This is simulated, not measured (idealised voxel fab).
Process module heading - voxel double patterning
FYI the section here is cut, 295 nm wide, cells are 5 nm squares.
Format of a cross-section: grid, square cells. Given as bands. Order: top down. Band: one or more rows of cells.
Each band's line starts with the height of the band's top and of its bottom, in nm. Then come its materials from left to right, each with its width in nm. One material with "throughout" fills the band from edge to edge. "blank" is empty space.
Height reference: 0 = level under which incoming wafer is all one material. Lowest band: no bottom, runs on downward, e.g. "z 0 and below".
Quick explanation for "30..40": the width changes in equal steps down the rows of cells, from the first number in the band's top row to the second number in its bottom row.
Step note "changes: none" = no cross-section cell changed.
This entry, "Enclosed cavity list", enumerates those empty regions of no fewer than 8 cells that possess no open connection to the top. Each region is reported in the form width x height at distance, the distance being taken from the left edge, with all three quantities expressed in nm.
It should be noted that, on the line of a given step, the content following the step's settings is a remark produced by the simulator itself with respect to that step.
"overlay nm", when on a step's line for a step with a mask, measures how far to the right of its planned place the mask lay; a negative measure means to the left.
# Here's what the planned process steps look like
1) RECEIVE,material Si
2) CONFORMAL_DEP,material SiN,thk nm 10
3) DIRECTIONAL_DEP,material SiO2,thk nm 20
4) DIRECTIONAL_DEP,material SiCN,thk nm 10
5) PATTERN,tone open,mask id FIRST,material resist,width nm 15,pitch nm 50,thk nm 15,overlay nm 0
6) DIRECTIONAL_ETCH,etch materials SiCN,depth nm 10
7) STRIP,etch materials resist
8) DIRECTIONAL_DEP,material aC,thk nm 15
9) PATTERN,tone open,mask id SECOND,material resist,width nm 15,thk nm 35,overlay nm 0
10) DIRECTIONAL_ETCH,etch materials aC,depth nm 15
11) STRIP,etch materials resist
12) DIRECTIONAL_ETCH,etch materials SiCN,depth nm 10
13) STRIP,etch materials aC
14) DIRECTIONAL_ETCH,etch materials SiO2,depth nm 20
15) STRIP,etch materials SiCN
# First of two wafers - as planned
# Cross-section of the wafer upon arrival, representing the state reached after step 1
  z 0 and below = Si throughout
  Enclosed cavity list: none
# after step 2
  z 10 to 0 = SiN throughout
  Everything under 0 stays put, no change at all.
# after step 3
  z 30 to 10 = SiO2 throughout
  Everything under 10 stays put, no change at all.
# after step 4
  z 40 to 30 = SiCN throughout
  Everything under 30 stays put, no change at all.
# after step 5
  z 55 to 40 = 115 resist, 15 blank, 35 resist, 15 blank, 115 resist
  Everything under 40 stays put, no change at all.
# after step 6
  z 55 to 40 = 115 resist, 15 blank, 35 resist, 15 blank, 115 resist
  z 40 to 30 = 115 SiCN, 15 blank, 35 SiCN, 15 blank, 115 SiCN
  Everything under 30 stays put, no change at all.
# after step 7
  z 40 to 30 = 115 SiCN, 15 blank, 35 SiCN, 15 blank, 115 SiCN
  Everything under 30 stays put, no change at all.
# after step 8
  z 55 to 45 = 115 aC, 15 blank, 35 aC, 15 blank, 115 aC
  z 45 to 40 = aC throughout
  z 40 to 30 = 115 SiCN, 15 aC, 35 SiCN, 15 aC, 115 SiCN
  Everything under 30 stays put, no change at all.
# after step 9
  z 90 to 55 = 140 resist, 15 blank, 140 resist
  z 55 to 45 = 115 aC, 15 resist, 35 aC, 15 resist, 115 aC
  Everything under 45 stays put, no change at all.
# after step 10
  z 75 to 55 = 140 resist, 15 blank, 140 resist
  z 55 to 45 = 115 aC, 15 resist, 10 aC, 15 blank, 10 aC, 15 resist, 115 aC
  z 45 to 40 = 140 aC, 15 blank, 140 aC
  Everything under 40 stays put, no change at all.
# after step 11
  z 55 to 45 = 115 aC, 15 blank, 10 aC, 15 blank, 10 aC, 15 blank, 115 aC
  Everything under 45 stays put, no change at all.
# after step 12
  z 55 to 45 = 115 aC, 15 blank, 10 aC, 15 blank, 10 aC, 15 blank, 115 aC
  z 45 to 40 = 140 aC, 15 blank, 140 aC
  z 40 to 30 = 115 SiCN, 15 aC, 10 SiCN, 15 blank, 10 SiCN, 15 aC, 115 SiCN
  Everything under 30 stays put, no change at all.
# after step 13
  z 40 to 30 = 115 SiCN, 15 blank, 10 SiCN, 15 blank, 10 SiCN, 15 blank, 115 SiCN
  Everything under 30 stays put, no change at all.
# after step 14
  z 40 to 30 = 115 SiCN, 15 blank, 10 SiCN, 15 blank, 10 SiCN, 15 blank, 115 SiCN
  z 30 to 10 = 115 SiO2, 15 blank, 10 SiO2, 15 blank, 10 SiO2, 15 blank, 115 SiO2
  Everything under 10 stays put, no change at all.
# after step 15
  z 30 to 10 = 115 SiO2, 15 blank, 10 SiO2, 15 blank, 10 SiO2, 15 blank, 115 SiO2
  Everything under 10 stays put, no change at all.
# Wafer two. Same start, same plan, one slip in execution. Same as wafer one through step 8, inclusive
# Cross-section of the second wafer at the time by which step 9 should have been completed according to the plan
  z 90 to 55 = 140 blank, 15 resist, 140 blank
  Everything under 55 stays put, no change at all.
# Cross-section of the second wafer at the time by which step 10 should have been completed according to the plan
  z 75 to 55 = 140 blank, 15 resist, 140 blank
  z 55 to 40 = 140 blank, 15 aC, 140 blank
  z 40 to 30 = 115 SiCN, 15 blank, 35 SiCN, 15 blank, 115 SiCN
  Everything under 30 stays put, no change at all.
# Cross-section of the second wafer at the time by which step 11 should have been completed according to the plan
  z 55 to 40 = 140 blank, 15 aC, 140 blank
  Everything under 40 stays put, no change at all.
# Cross-section of the second wafer at the time by which step 12 should have been completed according to the plan
  z 55 to 40 = 140 blank, 15 aC, 140 blank
  z 40 to 30 = 140 blank, 15 SiCN, 140 blank
  Everything under 30 stays put, no change at all.
# Cross-section of the second wafer at the time by which step 13 should have been completed according to the plan
  z 40 to 30 = 140 blank, 15 SiCN, 140 blank
  Everything under 30 stays put, no change at all.
# Cross-section of the second wafer at the time by which step 14 should have been completed according to the plan
  z 40 to 30 = 140 blank, 15 SiCN, 140 blank
  z 30 to 10 = 140 blank, 15 SiO2, 140 blank
  Everything under 10 stays put, no change at all.
# Cross-section of the second wafer at the time by which step 15 should have been completed according to the plan
  z 30 to 10 = 140 blank, 15 SiO2, 140 blank
  Everything under 10 stays put, no change at all.
The plan and the run diverged here: the process deviated at step 9: the operation and settings actually run there were PATTERN,tone cover,mask id SECOND,material resist,width nm 15,thk nm 35,overlay nm 0
Count the cells at the end and the second wafer has more or fewer of some materials than the first: -188 SiO2
